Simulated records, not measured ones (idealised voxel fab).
process module | voxel plated lines
cross-section cut | 265 nm wide | cells 5 nm
A cross-section is a grid of square cells, given in bands from the top down. A band is one or more rows of cells.
Each band's line starts with the height of the band's top and of its bottom, in nm. Then come its materials from left to right, each with its width in nm. One material with "throughout" fills the band from edge to edge. "air" is empty space.
Height 0 is the level under which the wafer as received is all one material. The lowest band goes on downwards, as in "0 down".
A width such as "30 to 40" changes by the same amount from each row of cells to the next, from the band's top row to its bottom row.
"no change" after a step means that no cell of the cross-section changed.
closed voids: empty space of 8 cells or more with no open way to the top, each as width x height at its distance from the left edge, in nm
after a step's settings: what the simulator itself notes on the step
overlay nm, on a step with a mask: how far to the right of its planned place the mask lay; to the left if negative
plan
1 op RECEIVE | material Si
2 op CONFORMAL_DEP | material SiO2 | thk nm 5
3 op DIRECTIONAL_DEP | material TiN | thk nm 5
4 op PATTERN | tone open | mask id LINES | material resist | width nm 15 | pitch nm 40 | thk nm 25 | overlay nm 0
5 op EPI | material Ru | thk nm 5
6 op EPI | material Ru | thk nm 5
7 op STRIP | etch materials resist
8 op DIRECTIONAL_ETCH | etch materials TiN | depth nm 5
9 op CONFORMAL_DEP | material SiCN | thk nm 10
as received, after step 1
  0 down: Si throughout
  closed voids: none
a wafer at the end: this start, this plan, one mistake
  30 to 20: air 105 | SiCN 35 | air 5 | SiCN 35 | air 85
  20 to 15: air 105 | SiCN 10 | Ru 15 | SiCN 10 | air 5 | SiCN 10 | Ru 15 | SiCN 10 | air 85
  15 to 10: SiCN 115 | Ru 15 | SiCN 25 | Ru 15 | SiCN 95
  10 to 5: SiCN 115 | TiN 15 | SiCN 25 | TiN 15 | SiCN 95
  5 to 0: SiO2 throughout
  0 down: Si throughout
  closed voids: none
what went wrong: step 4 ran as: op PATTERN | tone open | mask id LINES | material resist | width nm 15 | pitch nm 40 | thk nm 25 | overlay nm 10
